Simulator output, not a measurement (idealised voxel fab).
Name of the process module below: voxel gate over fins
Cross-sectional view cut (width: 170 nm; square cell size: 5 nm).
Throughout this document, each cross-section is represented as a grid of square cells and is presented as a sequence of bands enumerated from the top downward, where a band comprises one or more rows of cells.
First you get the band's top height and its bottom height, in nm, and then the materials it's made of, left to right, with each width in nm. If you see a single material with "everywhere", that one covers the band edge to edge. "air" is empty space.
Heights from 0 (as-received wafer is one material below). Bottom band endless downward, as "from 0 down".
A width such as "30->40" changes by the same amount from each row of cells to the next, from the band's top row to its bottom row.
"remained unchanged" means the step left every cell of the cross-section as it was.
Listed in "Catalogued sealed voids": every empty space of 8 or more cells without an open way to the top. Form: width x height at distance, the distance being from the left edge, all in nm.
Whatever follows a step's settings on its line is a remark the simulator itself makes about that step.
overlay nm: for a step with a mask, the amount by which the mask lay right of where it was planned; a negative amount means left of it.

So here's the lineup of process steps we planned
1 RECEIVE: material Si
2 CONFORMAL_DEP: material SiN, thk nm 10
3 DIRECTIONAL_DEP: material aC, thk nm 10
4 PATTERN: tone cover, mask id FINS, material resist, width nm 15, pitch nm 60, thk nm 30, overlay nm 0
5 DIRECTIONAL_ETCH: etch materials aC, depth nm 10
6 STRIP: etch materials resist
7 DIRECTIONAL_ETCH: etch materials SiN, depth nm 10
8 DIRECTIONAL_ETCH: etch materials Si, depth nm 35
9 STRIP: etch materials aC
10 OXIDIZE: depth nm 5
11 FILL_DEP: material SiO2, thk nm 5
12 CMP: height nm 10
13 DIRECTIONAL_DEP: material aC, thk nm 15
14 PATTERN: tone open, mask id RAIL, material resist, width nm 15, thk nm 30, overlay nm 0
15 DIRECTIONAL_ETCH: etch materials aC, depth nm 15
16 STRIP: etch materials resist
17 DIRECTIONAL_ETCH: etch materials SiO2, depth nm 40
18 STRIP: etch materials aC
19 CONFORMAL_DEP: material TiN, thk nm 5
20 FILL_DEP: material Ru, thk nm 10
21 CMP: height nm 10
22 SELECTIVE_ETCH: etch materials W Ru TiN, depth nm 30
23 FILL_DEP: material SiO2, thk nm 5
24 CMP: height nm 10
25 SELECTIVE_ETCH: etch materials SiO2, depth nm 25
26 STRIP: etch materials SiN
27 CONFORMAL_DEP: material HfO2, thk nm 5
28 CONFORMAL_DEP: material TiN, thk nm 5
29 CONFORMAL_DEP: material TiAl, thk nm 5
30 CONFORMAL_DEP: material TiN, thk nm 5
31 FILL_DEP: material W, thk nm 15
32 CMP: height nm 30
33 CONFORMAL_DEP: material SiCN, thk nm 5

The following pertains to the first of two wafers, which was processed as planned

Wafer at receipt (post step 1), cross-section
from 0 down | Si everywhere
Catalogued sealed voids: none

Wafer section view after processing step 2
from 10 to 0 | SiN everywhere
All layers under 0 are left as they were.

Wafer section view after processing step 3
from 20 to 10 | aC everywhere
All layers under 10 are left as they were.

Wafer section view after processing step 4
from 50 to 20 | air (45), resist (15), air (45), resist (15), air (50)
All layers under 20 are left as they were.

Wafer section view after processing step 5
from 40 to 20 | air (45), resist (15), air (45), resist (15), air (50)
from 20 to 10 | air (45), aC (15), air (45), aC (15), air (50)
All layers under 10 are left as they were.

Wafer section view after processing step 6
from 20 to 10 | air (45), aC (15), air (45), aC (15), air (50)
All layers under 10 are left as they were.

Wafer section view after processing step 7
from 20 to 10 | air (45), aC (15), air (45), aC (15), air (50)
from 10 to 0 | air (45), SiN (15), air (45), SiN (15), air (50)
All layers under 0 are left as they were.

Wafer section view after processing step 8
from 20 to 10 | air (45), aC (15), air (45), aC (15), air (50)
from 10 to 0 | air (45), SiN (15), air (45), SiN (15), air (50)
from 0 to -35 | air (45), Si (15), air (45), Si (15), air (50)
All layers under -35 are left as they were.

Wafer section view after processing step 9
from 10 to 0 | air (45), SiN (15), air (45), SiN (15), air (50)
All layers under 0 are left as they were.

Wafer section view after processing step 10
from 10 to 0 | air (45), SiN (15), air (45), SiN (15), air (50)
from 0 to -35 | air (45), SiO2 (5), Si (5), SiO2 (5), air (45), SiO2 (5), Si (5), SiO2 (5), air (50)
from -35 to -40 | SiO2 (50), Si (5), SiO2 (55), Si (5), SiO2 (55)
All layers under -40 are left as they were.

Wafer section view after processing step 11
from 15 to 10 | SiO2 everywhere
from 10 to 0 | SiO2 (45), SiN (15), SiO2 (45), SiN (15), SiO2 (50)
from 0 to -40 | SiO2 (50), Si (5), SiO2 (55), Si (5), SiO2 (55)
All layers under -40 are left as they were.

Wafer section view after processing step 12
from 10 to 0 | SiO2 (45), SiN (15), SiO2 (45), SiN (15), SiO2 (50)
All layers under 0 are left as they were.

Wafer section view after processing step 13
from 25 to 10 | aC everywhere
All layers under 10 are left as they were.

Wafer section view after processing step 14
from 55 to 25 | resist (75), air (15), resist (80)
All layers under 25 are left as they were.

Wafer section view after processing step 15
from 40 to 25 | resist (75), air (15), resist (80)
from 25 to 10 | aC (75), air (15), aC (80)
All layers under 10 are left as they were.

Wafer section view after processing step 16
from 25 to 10 | aC (75), air (15), aC (80)
All layers under 10 are left as they were.

Wafer section view after processing step 17
from 25 to 10 | aC (75), air (15), aC (80)
from 10 to 0 | SiO2 (45), SiN (15), SiO2 (15), air (15), SiO2 (15), SiN (15), SiO2 (50)
from 0 to -30 | SiO2 (50), Si (5), SiO2 (20), air (15), SiO2 (20), Si (5), SiO2 (55)
All layers under -30 are left as they were.

Wafer section view after processing step 18
from 10 to 0 | SiO2 (45), SiN (15), SiO2 (15), air (15), SiO2 (15), SiN (15), SiO2 (50)
All layers under 0 are left as they were.

Wafer section view after processing step 19
from 15 to 10 | TiN (80), air (5), TiN (85)
from 10 to 0 | SiO2 (45), SiN (15), SiO2 (15), TiN (5), air (5), TiN (5), SiO2 (15), SiN (15), SiO2 (50)
from 0 to -25 | SiO2 (50), Si (5), SiO2 (20), TiN (5), air (5), TiN (5), SiO2 (20), Si (5), SiO2 (55)
from -25 to -30 | SiO2 (50), Si (5), SiO2 (20), TiN (15), SiO2 (20), Si (5), SiO2 (55)
All layers under -30 are left as they were.

Wafer section view after processing step 20
from 25 to 15 | Ru everywhere
from 15 to 10 | TiN (80), Ru (5), TiN (85)
from 10 to 0 | SiO2 (45), SiN (15), SiO2 (15), TiN (5), Ru (5), TiN (5), SiO2 (15), SiN (15), SiO2 (50)
from 0 to -25 | SiO2 (50), Si (5), SiO2 (20), TiN (5), Ru (5), TiN (5), SiO2 (20), Si (5), SiO2 (55)
All layers under -25 are left as they were.

Wafer section view after processing step 21
from 10 to 0 | SiO2 (45), SiN (15), SiO2 (15), TiN (5), Ru (5), TiN (5), SiO2 (15), SiN (15), SiO2 (50)
All layers under 0 are left as they were.

Wafer section view after processing step 22
from 10 to 0 | SiO2 (45), SiN (15), SiO2 (15), air (15), SiO2 (15), SiN (15), SiO2 (50)
from 0 to -20 | SiO2 (50), Si (5), SiO2 (20), air (15), SiO2 (20), Si (5), SiO2 (55)
All layers under -20 are left as they were.

Wafer section view after processing step 23
from 15 to 10 | SiO2 everywhere
from 10 to 0 | SiO2 (45), SiN (15), SiO2 (45), SiN (15), SiO2 (50)
from 0 to -20 | SiO2 (50), Si (5), SiO2 (55), Si (5), SiO2 (55)
All layers under -20 are left as they were.

Wafer section view after processing step 24
from 10 to 0 | SiO2 (45), SiN (15), SiO2 (45), SiN (15), SiO2 (50)
All layers under 0 are left as they were.

Wafer section view after processing step 25
from 10 to 0 | air (45), SiN (15), air (45), SiN (15), air (50)
from 0 to -15 | air (50), Si (5), air (55), Si (5), air (55)
All layers under -15 are left as they were.

Wafer section view after processing step 26
from 0 to -15 | air (50), Si (5), air (55), Si (5), air (55)
All layers under -15 are left as they were.

Wafer section view after processing step 27
from 5 to 0 | air (45), HfO2 (15), air (45), HfO2 (15), air (50)
from 0 to -10 | air (45), HfO2 (5), Si (5), HfO2 (5), air (45), HfO2 (5), Si (5), HfO2 (5), air (50)
from -10 to -15 | HfO2 (50), Si (5), HfO2 (55), Si (5), HfO2 (55)
All layers under -15 are left as they were.

Wafer section view after processing step 28
from 10 to 5 | air (40), TiN (25), air (35), TiN (25), air (45)
from 5 to 0 | air (40), TiN (5), HfO2 (15), TiN (5), air (35), TiN (5), HfO2 (15), TiN (5), air (45)
from 0 to -5 | air (40), TiN (5), HfO2 (5), Si (5), HfO2 (5), TiN (5), air (35), TiN (5), HfO2 (5), Si (5), HfO2 (5), TiN (5), air (45)
from -5 to -10 | TiN (45), HfO2 (5), Si (5), HfO2 (5), TiN (45), HfO2 (5), Si (5), HfO2 (5), TiN (50)
All layers under -10 are left as they were.

Wafer section view after processing step 29
from 15 to 10 | air (35), TiAl (35), air (25), TiAl (35), air (40)
from 10 to 5 | air (35), TiAl (5), TiN (25), TiAl (5), air (25), TiAl (5), TiN (25), TiAl (5), air (40)
from 5 to 0 | air (35), TiAl (5), TiN (5), HfO2 (15), TiN (5), TiAl (5), air (25), TiAl (5), TiN (5), HfO2 (15), TiN (5), TiAl (5), air (40)
from 0 to -5 | TiAl (40), TiN (5), HfO2 (5), Si (5), HfO2 (5), TiN (5), TiAl (35), TiN (5), HfO2 (5), Si (5), HfO2 (5), TiN (5), TiAl (45)
All layers under -5 are left as they were.

Wafer section view after processing step 30
from 20 to 15 | air (30), TiN (45), air (15), TiN (45), air (35)
from 15 to 10 | air (30), TiN (5), TiAl (35), TiN (5), air (15), TiN (5), TiAl (35), TiN (5), air (35)
from 10 to 5 | air (30), TiN (5), TiAl (5), TiN (25), TiAl (5), TiN (5), air (15), TiN (5), TiAl (5), TiN (25), TiAl (5), TiN (5), air (35)
from 5 to 0 | TiN (35), TiAl (5), TiN (5), HfO2 (15), TiN (5), TiAl (5), TiN (25), TiAl (5), TiN (5), HfO2 (15), TiN (5), TiAl (5), TiN (40)
All layers under 0 are left as they were.

Wafer section view after processing step 31
from 35 to 20 | W everywhere
from 20 to 15 | W (30), TiN (45), W (15), TiN (45), W (35)
from 15 to 10 | W (30), TiN (5), TiAl (35), TiN (5), W (15), TiN (5), TiAl (35), TiN (5), W (35)
from 10 to 5 | W (30), TiN (5), TiAl (5), TiN (25), TiAl (5), TiN (5), W (15), TiN (5), TiAl (5), TiN (25), TiAl (5), TiN (5), W (35)
All layers under 5 are left as they were.

Wafer section view after processing step 32
from 30 to 20 | W everywhere
All layers under 20 are left as they were.

Wafer section view after processing step 33
from 35 to 30 | SiCN everywhere
All layers under 30 are left as they were.

The Second Wafer: Common Origin and Plan, One Mistake in Execution, Identical to the First Through Step 3

X-section, second wafer, when step 4 was due to finish
from 50 to 20 | resist (45), air (15), resist (45), air (15), resist (50)
All layers under 20 are left as they were.

X-section, second wafer, when step 5 was due to finish
from 40 to 20 | resist (45), air (15), resist (45), air (15), resist (50)
from 20 to 10 | aC (45), air (15), aC (45), air (15), aC (50)
All layers under 10 are left as they were.

X-section, second wafer, when step 6 was due to finish
from 20 to 10 | aC (45), air (15), aC (45), air (15), aC (50)
All layers under 10 are left as they were.

X-section, second wafer, when step 7 was due to finish
from 20 to 10 | aC (45), air (15), aC (45), air (15), aC (50)
from 10 to 0 | SiN (45), air (15), SiN (45), air (15), SiN (50)
All layers under 0 are left as they were.

X-section, second wafer, when step 8 was due to finish
from 20 to 10 | aC (45), air (15), aC (45), air (15), aC (50)
from 10 to 0 | SiN (45), air (15), SiN (45), air (15), SiN (50)
from 0 to -35 | Si (45), air (15), Si (45), air (15), Si (50)
All layers under -35 are left as they were.

X-section, second wafer, when step 9 was due to finish
from 10 to 0 | SiN (45), air (15), SiN (45), air (15), SiN (50)
All layers under 0 are left as they were.

X-section, second wafer, when step 10 was due to finish
from 10 to 0 | SiN (45), air (15), SiN (45), air (15), SiN (50)
from 0 to -35 | Si (40), SiO2 (5), air (15), SiO2 (5), Si (35), SiO2 (5), air (15), SiO2 (5), Si (45)
from -35 to -40 | Si (40), SiO2 (25), Si (35), SiO2 (25), Si (45)
All layers under -40 are left as they were.

X-section, second wafer, when step 11 was due to finish
from 15 to 10 | SiO2 everywhere
from 10 to 0 | SiN (45), SiO2 (15), SiN (45), SiO2 (15), SiN (50)
from 0 to -40 | Si (40), SiO2 (25), Si (35), SiO2 (25), Si (45)
All layers under -40 are left as they were.

X-section, second wafer, when step 12 was due to finish
from 10 to 0 | SiN (45), SiO2 (15), SiN (45), SiO2 (15), SiN (50)
All layers under 0 are left as they were.

X-section, second wafer, when step 13 was due to finish
from 25 to 10 | aC everywhere
All layers under 10 are left as they were.

X-section, second wafer, when step 14 was due to finish
from 55 to 25 | resist (75), air (15), resist (80)
All layers under 25 are left as they were.

X-section, second wafer, when step 15 was due to finish
from 40 to 25 | resist (75), air (15), resist (80)
from 25 to 10 | aC (75), air (15), aC (80)
All layers under 10 are left as they were.

X-section, second wafer, when step 16 was due to finish
from 25 to 10 | aC (75), air (15), aC (80)
All layers under 10 are left as they were.

X-section, second wafer, when step 17 was due to finish: remained unchanged

X-section, second wafer, when step 18 was due to finish
from 10 to 0 | SiN (45), SiO2 (15), SiN (45), SiO2 (15), SiN (50)
All layers under 0 are left as they were.

X-section, second wafer, when step 19 was due to finish
from 15 to 10 | TiN everywhere
All layers under 10 are left as they were.

X-section, second wafer, when step 20 was due to finish
from 25 to 15 | Ru everywhere
All layers under 15 are left as they were.

X-section, second wafer, when step 21 was due to finish
from 10 to 0 | SiN (45), SiO2 (15), SiN (45), SiO2 (15), SiN (50)
All layers under 0 are left as they were.

X-section, second wafer, when step 22 was due to finish: remained unchanged

X-section, second wafer, when step 23 was due to finish
from 15 to 10 | SiO2 everywhere
All layers under 10 are left as they were.

X-section, second wafer, when step 24 was due to finish
from 10 to 0 | SiN (45), SiO2 (15), SiN (45), SiO2 (15), SiN (50)
All layers under 0 are left as they were.

X-section, second wafer, when step 25 was due to finish
from 10 to 0 | SiN (45), air (15), SiN (45), air (15), SiN (50)
from 0 to -15 | Si (40), air (25), Si (35), air (25), Si (45)
All layers under -15 are left as they were.

X-section, second wafer, when step 26 was due to finish
from 0 to -15 | Si (40), air (25), Si (35), air (25), Si (45)
All layers under -15 are left as they were.

X-section, second wafer, when step 27 was due to finish
from 5 to 0 | HfO2 (45), air (15), HfO2 (45), air (15), HfO2 (50)
from 0 to -10 | Si (40), HfO2 (5), air (15), HfO2 (5), Si (35), HfO2 (5), air (15), HfO2 (5), Si (45)
from -10 to -15 | Si (40), HfO2 (25), Si (35), HfO2 (25), Si (45)
All layers under -15 are left as they were.

X-section, second wafer, when step 28 was due to finish
from 10 to 5 | TiN (50), air (5), TiN (55), air (5), TiN (55)
from 5 to 0 | HfO2 (45), TiN (5), air (5), TiN (5), HfO2 (45), TiN (5), air (5), TiN (5), HfO2 (50)
from 0 to -5 | Si (40), HfO2 (5), TiN (5), air (5), TiN (5), HfO2 (5), Si (35), HfO2 (5), TiN (5), air (5), TiN (5), HfO2 (5), Si (45)
from -5 to -10 | Si (40), HfO2 (5), TiN (15), HfO2 (5), Si (35), HfO2 (5), TiN (15), HfO2 (5), Si (45)
All layers under -10 are left as they were.

X-section, second wafer, when step 29 was due to finish
from 15 to 10 | TiAl everywhere
from 10 to 5 | TiN (50), TiAl (5), TiN (55), TiAl (5), TiN (55)
from 5 to 0 | HfO2 (45), TiN (5), TiAl (5), TiN (5), HfO2 (45), TiN (5), TiAl (5), TiN (5), HfO2 (50)
from 0 to -5 | Si (40), HfO2 (5), TiN (5), TiAl (5), TiN (5), HfO2 (5), Si (35), HfO2 (5), TiN (5), TiAl (5), TiN (5), HfO2 (5), Si (45)
All layers under -5 are left as they were.

X-section, second wafer, when step 30 was due to finish
from 20 to 15 | TiN everywhere
All layers under 15 are left as they were.

X-section, second wafer, when step 31 was due to finish
from 35 to 20 | W everywhere
All layers under 20 are left as they were.

X-section, second wafer, when step 32 was due to finish
from 30 to 20 | W everywhere
All layers under 20 are left as they were.

X-section, second wafer, when step 33 was due to finish
from 35 to 30 | SiCN everywhere
All layers under 30 are left as they were.
What went wrong in running the wafer? planned and actual differ for step 4; actual: PATTERN: tone open, mask id FINS, material resist, width nm 15, pitch nm 60, thk nm 30, overlay nm 0
Final comparison by cell count, materials where the second wafer has more or fewer than the first: -1 Ru; +176 Si; -104 SiO2; -6 TiAl; -17 TiN; -48 W
